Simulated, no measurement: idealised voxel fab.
The process module presented herein is designated voxel capacitor over wiring.
It is cross-section cut that appears here, measuring 220 nm in width, its square cells being 5 nm in size.
Cross-section, as written here: a square-cell grid given band by band from the top down, where a band holds one or more rows of cells. Per band: top height and bottom height in nm, followed by the left-to-right materials and their widths in nm; "throughout" marks a single material spanning edge to edge, "air" marks empty space. For the purposes of this specification, 0 denotes the height below which the wafer in its as-received condition is composed wholly of one material, and the lowermost band, lacking a lower limit, extends downward without end, as expressed in "0 -> down". The notation "30->40" denotes a width that varies across the rows of cells in the band, beginning at the first number in the top row, finishing at the second number in the bottom row, and changing by an identical amount from each row to the next. When a step is marked "remained unchanged", none of the cells in the cross-section changed during that step. Enclosed internal voids: empty space of 8 cells or more with no open way to the top, each as width x height at its distance from the left edge, in nm. On each step's line, the part that comes after the settings is the simulator's own comment on the step. overlay nm: right-of-plan distance of the mask on a masked step; negative values mean left-of-plan. Below you will find pairs of cross-sections. In each, one shows the wafer before one process step and the other after it, with the after view ending at the lowest band that changed. Under each pair is the step separating them, along with its settings. Do not assume the pairs form a chain: they can come from different runs of this module on the same starting wafer, and a pair continues from the pair above it only when its "Status before step" entry says so.

**Status before step**
	55 -> 40 | lowk throughout
	40 -> 35 | SiCN throughout
	35 -> 20 | 45 of SiO2 / 5 of TiN / 15 of W / 5 of TiN / 70 of SiO2 / 5 of TiN / 15 of W / 5 of TiN / 55 of SiO2
	20 -> 15 | 45 of SiN / 25 of TiN / 70 of SiN / 25 of TiN / 55 of SiN
	15 -> 0 | SiO2 throughout
	0 -> down | Si throughout
	Enclosed internal voids: none

**Step Outcome**
	55 -> 40 | 60 of lowk / 15 of air / 145 of lowk
	Unchanged below 40.
	Enclosed internal voids: none
Looking at the two cross-sections above, the step in the middle is MASKED_ETCH, tone open, mask id PLUG_1, width nm 15, etch materials lowk, depth nm 15, overlay nm 0

Status before step: this step begins from the cross-section that the pair just above shows after its step.

**Step Outcome**
	55 -> 40 | 60 of lowk / 15 of air / 145 of lowk
	40 -> 35 | 60 of SiCN / 15 of air / 145 of SiCN
	Unchanged below 35.
	Enclosed internal voids: none
Looking at the two cross-sections above, the step in the middle is MASKED_ETCH, tone open, mask id PLUG_1, width nm 15, etch materials SiCN, depth nm 5, overlay nm 0

Status before step: this step begins from the cross-section that the pair just above shows after its step.

**Step Outcome**
	55 -> 45 | 60 of lowk / 15 of air / 145 of lowk
	45 -> 40 | 60 of lowk / 15 of Ru / 145 of lowk
	40 -> 35 | 60 of SiCN / 15 of Ru / 145 of SiCN
	Unchanged below 35.
	Enclosed internal voids: none
Looking at the two cross-sections above, the step in the middle is EPI, material Ru, thk nm 10

Status before step: this step begins from the cross-section that the pair just above shows after its step.

**Step Outcome**
	55 -> 40 | 60 of lowk / 15 of Ru / 145 of lowk
	Unchanged below 40.
	Enclosed internal voids: none
Looking at the two cross-sections above, the step in the middle is EPI, material Ru, thk nm 10

Status before step: this step begins from the cross-section that the pair just above shows after its step.

**Step Outcome**
	60 -> 55 | TiN throughout
	Unchanged below 55.
	Enclosed internal voids: none
Looking at the two cross-sections above, the step in the middle is DIRECTIONAL_DEP, material TiN, thk nm 5

Status before step: this step begins from the cross-section that the pair just above shows after its step.

**Step Outcome**
	65 -> 60 | HfO2 throughout
	Unchanged below 60.
	Enclosed internal voids: none
Looking at the two cross-sections above, the step in the middle is DIRECTIONAL_DEP, material HfO2, thk nm 5

Status before step: this step begins from the cross-section that the pair just above shows after its step.

**Step Outcome**
	70 -> 65 | TiN throughout
	Unchanged below 65.
	Enclosed internal voids: none
Looking at the two cross-sections above, the step in the middle is DIRECTIONAL_DEP, material TiN, thk nm 5

Status before step: this step begins from the cross-section that the pair just above shows after its step.

**Step Outcome**
	80 -> 70 | aC throughout
	Unchanged below 70.
	Enclosed internal voids: none
Looking at the two cross-sections above, the step in the middle is DIRECTIONAL_DEP, material aC, thk nm 10

Status before step: this step begins from the cross-section that the pair just above shows after its step.

**Step Outcome**
	110 -> 80 | 60 of air / 75 of resist / 85 of air
	Unchanged below 80.
	Enclosed internal voids: none
Looking at the two cross-sections above, the step in the middle is PATTERN, tone cover, mask id UPPER_PLATE, material resist, width nm 75, thk nm 30, overlay nm 0

Status before step: this step begins from the cross-section that the pair just above shows after its step.

**Step Outcome**
	100 -> 80 | 60 of air / 75 of resist / 85 of air
	80 -> 70 | 60 of air / 75 of aC / 85 of air
	Unchanged below 70.
	Enclosed internal voids: none
Looking at the two cross-sections above, the step in the middle is DIRECTIONAL_ETCH, etch materials aC, depth nm 10

Status before step: this step begins from the cross-section that the pair just above shows after its step.

**Step Outcome**
	80 -> 70 | 60 of air / 75 of aC / 85 of air
	Unchanged below 70.
	Enclosed internal voids: none
Looking at the two cross-sections above, the step in the middle is STRIP, etch materials resist

Status before step: this step begins from the cross-section that the pair just above shows after its step.

**Step Outcome**
	80 -> 70 | 60 of air / 75 of aC / 85 of air
	70 -> 65 | 60 of air / 75 of TiN / 85 of air
	Unchanged below 65.
	Enclosed internal voids: none
Looking at the two cross-sections above, the step in the middle is DIRECTIONAL_ETCH, etch materials TiN, depth nm 5

Status before step: this step begins from the cross-section that the pair just above shows after its step.

**Step Outcome**
	80 -> 70 | 60 of air / 75 of aC / 85 of air
	70 -> 65 | 60 of air / 75 of TiN / 85 of air
	65 -> 60 | 60 of air / 75 of HfO2 / 85 of air
	Unchanged below 60.
	Enclosed internal voids: none
Looking at the two cross-sections above, the step in the middle is DIRECTIONAL_ETCH, etch materials HfO2, depth nm 5

Status before step: this step begins from the cross-section that the pair just above shows after its step.

**Step Outcome**
	70 -> 65 | 60 of air / 75 of TiN / 85 of air
	Unchanged below 65.
	Enclosed internal voids: none
Looking at the two cross-sections above, the step in the middle is STRIP, etch materials aC

Status before step: this step begins from the cross-section that the pair just above shows after its step.

**Step Outcome**
	85 -> 70 | 55 of air / 85 of resist / 80 of air
	70 -> 65 | 55 of air / 5 of resist / 75 of TiN / 5 of resist / 80 of air
	65 -> 60 | 55 of air / 5 of resist / 75 of HfO2 / 5 of resist / 80 of air
	Unchanged below 60.
	Enclosed internal voids: none
Looking at the two cross-sections above, the step in the middle is PATTERN, tone cover, mask id LOWER_PLATE, material resist, width nm 85, thk nm 15, overlay nm 0

Status before step: this step begins from the cross-section that the pair just above shows after its step.

**Step Outcome**
	85 -> 70 | 55 of air / 85 of resist / 80 of air
	70 -> 65 | 55 of air / 5 of resist / 75 of TiN / 5 of resist / 80 of air
	65 -> 60 | 55 of air / 5 of resist / 75 of HfO2 / 5 of resist / 80 of air
	60 -> 55 | 55 of air / 85 of TiN / 80 of air
	Unchanged below 55.
	Enclosed internal voids: none
Looking at the two cross-sections above, the step in the middle is DIRECTIONAL_ETCH, etch materials TiN, depth nm 5

Status before step: this step begins from the cross-section that the pair just above shows after its step.

**Step Outcome**
	70 -> 65 | 60 of air / 75 of TiN / 85 of air
	65 -> 60 | 60 of air / 75 of HfO2 / 85 of air
	Unchanged below 60.
	Enclosed internal voids: none
Looking at the two cross-sections above, the step in the middle is STRIP, etch materials resist

Status before step: this step begins from the cross-section that the pair just above shows after its step.

**Step Outcome**
	90 -> 70 | SiO2 throughout
	70 -> 65 | 60 of SiO2 / 75 of TiN / 85 of SiO2
	65 -> 60 | 60 of SiO2 / 75 of HfO2 / 85 of SiO2
	60 -> 55 | 55 of SiO2 / 85 of TiN / 80 of SiO2
	Unchanged below 55.
	Enclosed internal voids: none
Looking at the two cross-sections above, the step in the middle is FILL_DEP, material SiO2, thk nm 20

Status before step: this step begins from the cross-section that the pair just above shows after its step.

**Step Outcome**
	85 -> 70 | SiO2 throughout
	Unchanged below 70.
	Enclosed internal voids: none
Looking at the two cross-sections above, the step in the middle is CMP, height nm 85

Status before step: this step begins from the cross-section that the pair just above shows after its step.

**Step Outcome**
	95 -> 85 | aC throughout
	Unchanged below 85.
	Enclosed internal voids: none
Looking at the two cross-sections above, the step in the middle is DIRECTIONAL_DEP, material aC, thk nm 10

Status before step: this step begins from the cross-section that the pair just above shows after its step.

**Step Outcome**
	125 -> 95 | 70 of resist / 15 of air / 135 of resist
	Unchanged below 95.
	Enclosed internal voids: none
Looking at the two cross-sections above, the step in the middle is PATTERN, tone open, mask id PLUG_2, material resist, width nm 15, thk nm 30, overlay nm 0

Status before step: this step begins from the cross-section that the pair just above shows after its step.

**Step Outcome**
	115 -> 95 | 70 of resist / 15 of air / 135 of resist
	95 -> 85 | 70 of aC / 15 of air / 135 of aC
	Unchanged below 85.
	Enclosed internal voids: none
Looking at the two cross-sections above, the step in the middle is DIRECTIONAL_ETCH, etch materials aC, depth nm 10

Status before step: this step begins from the cross-section that the pair just above shows after its step.

**Step Outcome**
	95 -> 85 | 70 of aC / 15 of air / 135 of aC
	Unchanged below 85.
	Enclosed internal voids: none
Looking at the two cross-sections above, the step in the middle is STRIP, etch materials resist

Status before step: this step begins from the cross-section that the pair just above shows after its step.

**Step Outcome**
	95 -> 85 | 70 of aC / 15 of air / 135 of aC
	85 -> 70 | 70 of SiO2 / 15 of air / 135 of SiO2
	Unchanged below 70.
	Enclosed internal voids: none
Looking at the two cross-sections above, the step in the middle is DIRECTIONAL_ETCH, etch materials SiO2, depth nm 15

Status before step: this step begins from the cross-section that the pair just above shows after its step.

**Step Outcome**
	85 -> 70 | 70 of SiO2 / 15 of air / 135 of SiO2
	Unchanged below 70.
	Enclosed internal voids: none
Looking at the two cross-sections above, the step in the middle is STRIP, etch materials aC

Status before step: this step begins from the cross-section that the pair just above shows after its step.

**Step Outcome**
	90 -> 85 | 75 of TiN / 5 of air / 140 of TiN
	85 -> 75 | 70 of SiO2 / 5 of TiN / 5 of air / 5 of TiN / 135 of SiO2
	75 -> 65 | 70->60 of SiO2 / 15->75 of TiN / 135->85 of SiO2
	Unchanged below 65.
	Enclosed internal voids: none
Looking at the two cross-sections above, the step in the middle is CONFORMAL_DEP, material TiN, thk nm 5

Status before step: this step begins from the cross-section that the pair just above shows after its step.

**Step Outcome**
	100 -> 90 | Cu throughout
	90 -> 85 | 75 of TiN / 5 of Cu / 140 of TiN
	85 -> 75 | 70 of SiO2 / 5 of TiN / 5 of Cu / 5 of TiN / 135 of SiO2
	Unchanged below 75.
	Enclosed internal voids: none
Looking at the two cross-sections above, the step in the middle is FILL_DEP, material Cu, thk nm 10

Status before step: this step begins from the cross-section that the pair just above shows after its step.

**Step Outcome**
	85 -> 75 | 70 of SiO2 / 5 of TiN / 5 of Cu / 5 of TiN / 135 of SiO2
	Unchanged below 75.
	Enclosed internal voids: none
Looking at the two cross-sections above, the step in the middle is CMP, height nm 85

Status before step: this step begins from the cross-section that the pair just above shows after its step.

**Step Outcome**
	90 -> 85 | SiCN throughout
	Unchanged below 85.
	Enclosed internal voids: none
Looking at the two cross-sections above, the step in the middle is CONFORMAL_DEP, material SiCN, thk nm 5

**Status before step**
	0 -> down | Si throughout
	Enclosed internal voids: none

**Step Outcome**
	15 -> 0 | TiN throughout
	Unchanged below 0.
	Enclosed internal voids: none
Looking at the two cross-sections above, the step in the middle is CONFORMAL_DEP, material TiN, thk nm 15

Status before step: this step begins from the cross-section that the pair just above shows after its step.

**Step Outcome**
	20 -> 15 | SiN throughout
	Unchanged below 15.
	Enclosed internal voids: none
Looking at the two cross-sections above, the step in the middle is CONFORMAL_DEP, material SiN, thk nm 5

Status before step: this step begins from the cross-section that the pair just above shows after its step.

**Step Outcome**
	35 -> 20 | SiO2 throughout
	Unchanged below 20.
	Enclosed internal voids: none
Looking at the two cross-sections above, the step in the middle is DIRECTIONAL_DEP, material SiO2, thk nm 15

Status before step: this step begins from the cross-section that the pair just above shows after its step.

**Step Outcome**
	45 -> 35 | aC throughout
	Unchanged below 35.
	Enclosed internal voids: none
Looking at the two cross-sections above, the step in the middle is DIRECTIONAL_DEP, material aC, thk nm 10

Status before step: this step begins from the cross-section that the pair just above shows after its step.

**Step Outcome**
	75 -> 45 | 50 of resist / 25 of air / 70 of resist / 25 of air / 50 of resist
	Unchanged below 45.
	Enclosed internal voids: none
Looking at the two cross-sections above, the step in the middle is PATTERN, tone open, mask id METAL_1, material resist, width nm 25, pitch nm 95, thk nm 30, overlay nm 0

Status before step: this step begins from the cross-section that the pair just above shows after its step.

**Step Outcome**
	65 -> 45 | 50 of resist / 25 of air / 70 of resist / 25 of air / 50 of resist
	45 -> 35 | 50 of aC / 25 of air / 70 of aC / 25 of air / 50 of aC
	Unchanged below 35.
	Enclosed internal voids: none
Looking at the two cross-sections above, the step in the middle is DIRECTIONAL_ETCH, etch materials aC, depth nm 10

Status before step: this step begins from the cross-section that the pair just above shows after its step.

**Step Outcome**
	45 -> 35 | 50 of aC / 25 of air / 70 of aC / 25 of air / 50 of aC
	Unchanged below 35.
	Enclosed internal voids: none
Looking at the two cross-sections above, the step in the middle is STRIP, etch materials resist

Status before step: this step begins from the cross-section that the pair just above shows after its step.

**Step Outcome**
	45 -> 35 | 50 of aC / 25 of air / 70 of aC / 25 of air / 50 of aC
	35 -> 20 | 50 of SiO2 / 25 of air / 70 of SiO2 / 25 of air / 50 of SiO2
	Unchanged below 20.
	Enclosed internal voids: none
Looking at the two cross-sections above, the step in the middle is DIRECTIONAL_ETCH, etch materials SiO2, depth nm 15

Status before step: this step begins from the cross-section that the pair just above shows after its step.

**Step Outcome**
	45 -> 35 | 50 of aC / 25 of air / 70 of aC / 25 of air / 50 of aC
	35 -> 20 | 50 of SiO2 / 25 of air / 70 of SiO2 / 25 of air / 50 of SiO2
	20 -> 15 | 50 of SiN / 25 of air / 70 of SiN / 25 of air / 50 of SiN
	Unchanged below 15.
	Enclosed internal voids: none
Looking at the two cross-sections above, the step in the middle is DIRECTIONAL_ETCH, etch materials SiN, depth nm 5

Status before step: this step begins from the cross-section that the pair just above shows after its step.

**Step Outcome**
	35 -> 20 | 50 of SiO2 / 25 of air / 70 of SiO2 / 25 of air / 50 of SiO2
	Unchanged below 20.
	Enclosed internal voids: none
Looking at the two cross-sections above, the step in the middle is STRIP, etch materials aC

Status before step: this step begins from the cross-section that the pair just above shows after its step.

**Step Outcome**
	40 -> 35 | 55 of TiN / 15 of air / 80 of TiN / 15 of air / 55 of TiN
	35 -> 20 | 50 of SiO2 / 5 of TiN / 15 of air / 5 of TiN / 70 of SiO2 / 5 of TiN / 15 of air / 5 of TiN / 50 of SiO2
	20 -> 15 | 50 of SiN / 25 of TiN / 70 of SiN / 25 of TiN / 50 of SiN
	Unchanged below 15.
	Enclosed internal voids: none
Looking at the two cross-sections above, the step in the middle is CONFORMAL_DEP, material TiN, thk nm 5

Status before step: this step begins from the cross-section that the pair just above shows after its step.

**Step Outcome**
	50 -> 40 | W throughout
	40 -> 35 | 55 of TiN / 15 of W / 80 of TiN / 15 of W / 55 of TiN
	35 -> 20 | 50 of SiO2 / 5 of TiN / 15 of W / 5 of TiN / 70 of SiO2 / 5 of TiN / 15 of W / 5 of TiN / 50 of SiO2
	Unchanged below 20.
	Enclosed internal voids: none
Looking at the two cross-sections above, the step in the middle is FILL_DEP, material W, thk nm 10

Status before step: this step begins from the cross-section that the pair just above shows after its step.

**Step Outcome**
	35 -> 20 | 50 of SiO2 / 5 of TiN / 15 of W / 5 of TiN / 70 of SiO2 / 5 of TiN / 15 of W / 5 of TiN / 50 of SiO2
	Unchanged below 20.
	Enclosed internal voids: none
Looking at the two cross-sections above, the step in the middle is CMP, height nm 35

Status before step: this step begins from the cross-section that the pair just above shows after its step.

**Step Outcome**
	40 -> 35 | SiCN throughout
	Unchanged below 35.
	Enclosed internal voids: none
Looking at the two cross-sections above, the step in the middle is CONFORMAL_DEP, material SiCN, thk nm 5

Status before step: this step begins from the cross-section that the pair just above shows after its step.

**Step Outcome**
	55 -> 40 | lowk throughout
	Unchanged below 40.
	Enclosed internal voids: none
Looking at the two cross-sections above, the step in the middle is DIRECTIONAL_DEP, material lowk, thk nm 15

Status before step: this step begins from the cross-section that the pair just above shows after its step.

**Step Outcome**
	55 -> 40 | 60 of lowk / 15 of air / 145 of lowk
	Unchanged below 40.
	Enclosed internal voids: none
Looking at the two cross-sections above, the step in the middle is MASKED_ETCH, tone open, mask id PLUG_1, width nm 15, etch materials lowk, depth nm 15, overlay nm 0

Status before step: this step begins from the cross-section that the pair just above shows after its step.

**Step Outcome**
	55 -> 40 | 60 of lowk / 15 of air / 145 of lowk
	40 -> 35 | 60 of SiCN / 15 of air / 145 of SiCN
	Unchanged below 35.
	Enclosed internal voids: none
Looking at the two cross-sections above, the step in the middle is MASKED_ETCH, tone open, mask id PLUG_1, width nm 15, etch materials SiCN, depth nm 5, overlay nm 0

Status before step: this step begins from the cross-section that the pair just above shows after its step.

**Step Outcome**
	55 -> 45 | 60 of lowk / 15 of air / 145 of lowk
	45 -> 40 | 60 of lowk / 15 of Ru / 145 of lowk
	40 -> 35 | 60 of SiCN / 15 of Ru / 145 of SiCN
	Unchanged below 35.
	Enclosed internal voids: none
Looking at the two cross-sections above, the step in the middle is EPI, material Ru, thk nm 10

Status before step: this step begins from the cross-section that the pair just above shows after its step.

**Step Outcome**
	55 -> 40 | 60 of lowk / 15 of Ru / 145 of lowk
	Unchanged below 40.
	Enclosed internal voids: none
Looking at the two cross-sections above, the step in the middle is EPI, material Ru, thk nm 10

Status before step: this step begins from the cross-section that the pair just above shows after its step.

**Step Outcome**
	60 -> 55 | TiN throughout
	Unchanged below 55.
	Enclosed internal voids: none
Looking at the two cross-sections above, the step in the middle is DIRECTIONAL_DEP, material TiN, thk nm 5

Status before step: this step begins from the cross-section that the pair just above shows after its step.

**Step Outcome**
	65 -> 60 | HfO2 throughout
	Unchanged below 60.
	Enclosed internal voids: none
Looking at the two cross-sections above, the step in the middle is DIRECTIONAL_DEP, material HfO2, thk nm 5

Status before step: this step begins from the cross-section that the pair just above shows after its step.

**Step Outcome**
	70 -> 65 | TiN throughout
	Unchanged below 65.
	Enclosed internal voids: none
Looking at the two cross-sections above, the step in the middle is DIRECTIONAL_DEP, material TiN, thk nm 5

Status before step: this step begins from the cross-section that the pair just above shows after its step.

**Step Outcome**
	80 -> 70 | aC throughout
	Unchanged below 70.
	Enclosed internal voids: none
Looking at the two cross-sections above, the step in the middle is DIRECTIONAL_DEP, material aC, thk nm 10

Status before step: this step begins from the cross-section that the pair just above shows after its step.

**Step Outcome**
	110 -> 80 | 60 of air / 75 of resist / 85 of air
	Unchanged below 80.
	Enclosed internal voids: none
Looking at the two cross-sections above, the step in the middle is PATTERN, tone cover, mask id UPPER_PLATE, material resist, width nm 75, thk nm 30, overlay nm 0

Status before step: this step begins from the cross-section that the pair just above shows after its step.

**Step Outcome**
	100 -> 80 | 60 of air / 75 of resist / 85 of air
	80 -> 70 | 60 of air / 75 of aC / 85 of air
	Unchanged below 70.
	Enclosed internal voids: none
Looking at the two cross-sections above, the step in the middle is DIRECTIONAL_ETCH, etch materials aC, depth nm 10

Status before step: this step begins from the cross-section that the pair just above shows after its step.

**Step Outcome**
	80 -> 70 | 60 of air / 75 of aC / 85 of air
	Unchanged below 70.
	Enclosed internal voids: none
Looking at the two cross-sections above, the step in the middle is STRIP, etch materials resist

Status before step: this step begins from the cross-section that the pair just above shows after its step.

**Step Outcome**
	80 -> 70 | 60 of air / 75 of aC / 85 of air
	70 -> 65 | 60 of air / 75 of TiN / 85 of air
	Unchanged below 65.
	Enclosed internal voids: none
Looking at the two cross-sections above, the step in the middle is DIRECTIONAL_ETCH, etch materials TiN, depth nm 5

Status before step: this step begins from the cross-section that the pair just above shows after its step.

**Step Outcome**
	80 -> 70 | 60 of air / 75 of aC / 85 of air
	70 -> 65 | 60 of air / 75 of TiN / 85 of air
	65 -> 60 | 60 of air / 75 of HfO2 / 85 of air
	Unchanged below 60.
	Enclosed internal voids: none
Looking at the two cross-sections above, the step in the middle is DIRECTIONAL_ETCH, etch materials HfO2, depth nm 5

Status before step: this step begins from the cross-section that the pair just above shows after its step.

**Step Outcome**
	70 -> 65 | 60 of air / 75 of TiN / 85 of air
	Unchanged below 65.
	Enclosed internal voids: none
Looking at the two cross-sections above, the step in the middle is STRIP, etch materials aC

Status before step: this step begins from the cross-section that the pair just above shows after its step.

**Step Outcome**
	85 -> 70 | 55 of air / 85 of resist / 80 of air
	70 -> 65 | 55 of air / 5 of resist / 75 of TiN / 5 of resist / 80 of air
	65 -> 60 | 55 of air / 5 of resist / 75 of HfO2 / 5 of resist / 80 of air
	Unchanged below 60.
	Enclosed internal voids: none
Looking at the two cross-sections above, the step in the middle is PATTERN, tone cover, mask id LOWER_PLATE, material resist, width nm 85, thk nm 15, overlay nm 0

Status before step: this step begins from the cross-section that the pair just above shows after its step.

**Step Outcome**
	85 -> 70 | 55 of air / 85 of resist / 80 of air
	70 -> 65 | 55 of air / 5 of resist / 75 of TiN / 5 of resist / 80 of air
	65 -> 60 | 55 of air / 5 of resist / 75 of HfO2 / 5 of resist / 80 of air
	60 -> 55 | 55 of air / 85 of TiN / 80 of air
	Unchanged below 55.
	Enclosed internal voids: none
Looking at the two cross-sections above, the step in the middle is DIRECTIONAL_ETCH, etch materials TiN, depth nm 5

Status before step: this step begins from the cross-section that the pair just above shows after its step.

**Step Outcome**
	70 -> 65 | 60 of air / 75 of TiN / 85 of air
	65 -> 60 | 60 of air / 75 of HfO2 / 85 of air
	Unchanged below 60.
	Enclosed internal voids: none
Looking at the two cross-sections above, the step in the middle is STRIP, etch materials resist

Status before step: this step begins from the cross-section that the pair just above shows after its step.

**Step Outcome**
	90 -> 70 | SiO2 throughout
	70 -> 65 | 60 of SiO2 / 75 of TiN / 85 of SiO2
	65 -> 60 | 60 of SiO2 / 75 of HfO2 / 85 of SiO2
	60 -> 55 | 55 of SiO2 / 85 of TiN / 80 of SiO2
	Unchanged below 55.
	Enclosed internal voids: none
Looking at the two cross-sections above, the step in the middle is FILL_DEP, material SiO2, thk nm 20

Status before step: this step begins from the cross-section that the pair just above shows after its step.

**Step Outcome**
	85 -> 70 | SiO2 throughout
	Unchanged below 70.
	Enclosed internal voids: none
Looking at the two cross-sections above, the step in the middle is CMP, height nm 85

Status before step: this step begins from the cross-section that the pair just above shows after its step.

**Step Outcome**
	95 -> 85 | aC throughout
	Unchanged below 85.
	Enclosed internal voids: none
Looking at the two cross-sections above, the step in the middle is DIRECTIONAL_DEP, material aC, thk nm 10

Status before step: this step begins from the cross-section that the pair just above shows after its step.

**Step Outcome**
	125 -> 95 | 70 of resist / 15 of air / 135 of resist
	Unchanged below 95.
	Enclosed internal voids: none
Looking at the two cross-sections above, the step in the middle is PATTERN, tone open, mask id PLUG_2, material resist, width nm 15, thk nm 30, overlay nm 0

Status before step: this step begins from the cross-section that the pair just above shows after its step.

**Step Outcome**
	115 -> 95 | 70 of resist / 15 of air / 135 of resist
	95 -> 85 | 70 of aC / 15 of air / 135 of aC
	Unchanged below 85.
	Enclosed internal voids: none
Looking at the two cross-sections above, the step in the middle is DIRECTIONAL_ETCH, etch materials aC, depth nm 10

Status before step: this step begins from the cross-section that the pair just above shows after its step.

**Step Outcome**
	95 -> 85 | 70 of aC / 15 of air / 135 of aC
	Unchanged below 85.
	Enclosed internal voids: none
Looking at the two cross-sections above, the step in the middle is STRIP, etch materials resist

Status before step: this step begins from the cross-section that the pair just above shows after its step.

**Step Outcome**
	95 -> 85 | 70 of aC / 15 of air / 135 of aC
	85 -> 70 | 70 of SiO2 / 15 of air / 135 of SiO2
	Unchanged below 70.
	Enclosed internal voids: none
Looking at the two cross-sections above, the step in the middle is DIRECTIONAL_ETCH, etch materials SiO2, depth nm 15

Status before step: this step begins from the cross-section that the pair just above shows after its step.

**Step Outcome**
	85 -> 70 | 70 of SiO2 / 15 of air / 135 of SiO2
	Unchanged below 70.
	Enclosed internal voids: none
Looking at the two cross-sections above, the step in the middle is STRIP, etch materials aC

Status before step: this step begins from the cross-section that the pair just above shows after its step.

**Step Outcome**
	90 -> 85 | 75 of TiN / 5 of air / 140 of TiN
	85 -> 75 | 70 of SiO2 / 5 of TiN / 5 of air / 5 of TiN / 135 of SiO2
	75 -> 65 | 70->60 of SiO2 / 15->75 of TiN / 135->85 of SiO2
	Unchanged below 65.
	Enclosed internal voids: none
Looking at the two cross-sections above, the step in the middle is CONFORMAL_DEP, material TiN, thk nm 5

Status before step: this step begins from the cross-section that the pair just above shows after its step.

**Step Outcome**
	100 -> 90 | Cu throughout
	90 -> 85 | 75 of TiN / 5 of Cu / 140 of TiN
	85 -> 75 | 70 of SiO2 / 5 of TiN / 5 of Cu / 5 of TiN / 135 of SiO2
	Unchanged below 75.
	Enclosed internal voids: none
Looking at the two cross-sections above, the step in the middle is FILL_DEP, material Cu, thk nm 10

Status before step: this step begins from the cross-section that the pair just above shows after its step.

**Step Outcome**
	85 -> 75 | 70 of SiO2 / 5 of TiN / 5 of Cu / 5 of TiN / 135 of SiO2
	Unchanged below 75.
	Enclosed internal voids: none
Looking at the two cross-sections above, the step in the middle is CMP, height nm 85

Status before step: this step begins from the cross-section that the pair just above shows after its step.

**Step Outcome**
	90 -> 85 | SiCN throughout
	Unchanged below 85.
	Enclosed internal voids: none
Looking at the two cross-sections above, the step in the middle is CONFORMAL_DEP, material SiCN, thk nm 5

**Status before step**
	95 -> 85 | aC throughout
	85 -> 70 | SiO2 throughout
	70 -> 65 | 60 of SiO2 / 75 of TiN / 85 of SiO2
	65 -> 60 | 60 of SiO2 / 75 of HfO2 / 85 of SiO2
	60 -> 55 | 55 of SiO2 / 85 of TiN / 80 of SiO2
	55 -> 40 | 60 of lowk / 15 of Ru / 145 of lowk
	40 -> 35 | 60 of SiCN / 15 of Ru / 145 of SiCN
	35 -> 20 | 50 of SiO2 / 5 of TiN / 15 of W / 5 of TiN / 70 of SiO2 / 5 of TiN / 15 of W / 5 of TiN / 50 of SiO2
	20 -> 15 | 50 of SiN / 25 of TiN / 70 of SiN / 25 of TiN / 50 of SiN
	15 -> 0 | SiO2 throughout
	0 -> down | Si throughout
	Enclosed internal voids: none

**Step Outcome**
	125 -> 95 | 70 of air / 15 of resist / 135 of air
	Unchanged below 95.
	Enclosed internal voids: none
Looking at the two cross-sections above, the step in the middle is PATTERN, tone cover, mask id PLUG_2, material resist, width nm 15, thk nm 30, overlay nm 0

Status before step: this step begins from the cross-section that the pair just above shows after its step.

**Step Outcome**
	115 -> 95 | 70 of air / 15 of resist / 135 of air
	95 -> 85 | 70 of air / 15 of aC / 135 of air
	Unchanged below 85.
	Enclosed internal voids: none
Looking at the two cross-sections above, the step in the middle is DIRECTIONAL_ETCH, etch materials aC, depth nm 10

Status before step: this step begins from the cross-section that the pair just above shows after its step.

**Step Outcome**
	95 -> 85 | 70 of air / 15 of aC / 135 of air
	Unchanged below 85.
	Enclosed internal voids: none
Looking at the two cross-sections above, the step in the middle is STRIP, etch materials resist

Status before step: this step begins from the cross-section that the pair just above shows after its step.

**Step Outcome**
	95 -> 85 | 70 of air / 15 of aC / 135 of air
	85 -> 70 | 70 of air / 15 of SiO2 / 135 of air
	Unchanged below 70.
	Enclosed internal voids: none
Looking at the two cross-sections above, the step in the middle is DIRECTIONAL_ETCH, etch materials SiO2, depth nm 15

Status before step: this step begins from the cross-section that the pair just above shows after its step.

**Step Outcome**
	85 -> 70 | 70 of air / 15 of SiO2 / 135 of air
	Unchanged below 70.
	Enclosed internal voids: none
Looking at the two cross-sections above, the step in the middle is STRIP, etch materials aC

Status before step: this step begins from the cross-section that the pair just above shows after its step.

**Step Outcome**
	90 -> 85 | 65 of air / 25 of TiN / 130 of air
	85 -> 75 | 65 of air / 5 of TiN / 15 of SiO2 / 5 of TiN / 130 of air
	75 -> 70 | 70 of TiN / 15 of SiO2 / 135 of TiN
	Unchanged below 70.
	Enclosed internal voids: none
Looking at the two cross-sections above, the step in the middle is CONFORMAL_DEP, material TiN, thk nm 5

Status before step: this step begins from the cross-section that the pair just above shows after its step.

**Step Outcome**
	100 -> 90 | Cu throughout
	90 -> 85 | 65 of Cu / 25 of TiN / 130 of Cu
	85 -> 75 | 65 of Cu / 5 of TiN / 15 of SiO2 / 5 of TiN / 130 of Cu
	Unchanged below 75.
	Enclosed internal voids: none
Looking at the two cross-sections above, the step in the middle is FILL_DEP, material Cu, thk nm 10

Status before step: this step begins from the cross-section that the pair just above shows after its step.

**Step Outcome**
	85 -> 75 | 65 of Cu / 5 of TiN / 15 of SiO2 / 5 of TiN / 130 of Cu
	Unchanged below 75.
	Enclosed internal voids: none
Looking at the two cross-sections above, the step in the middle is CMP, height nm 85

Status before step: this step begins from the cross-section that the pair just above shows after its step.

**Step Outcome**
	90 -> 85 | SiCN throughout
	Unchanged below 85.
	Enclosed internal voids: none
Looking at the two cross-sections above, the step in the middle is CONFORMAL_DEP, material SiCN, thk nm 5
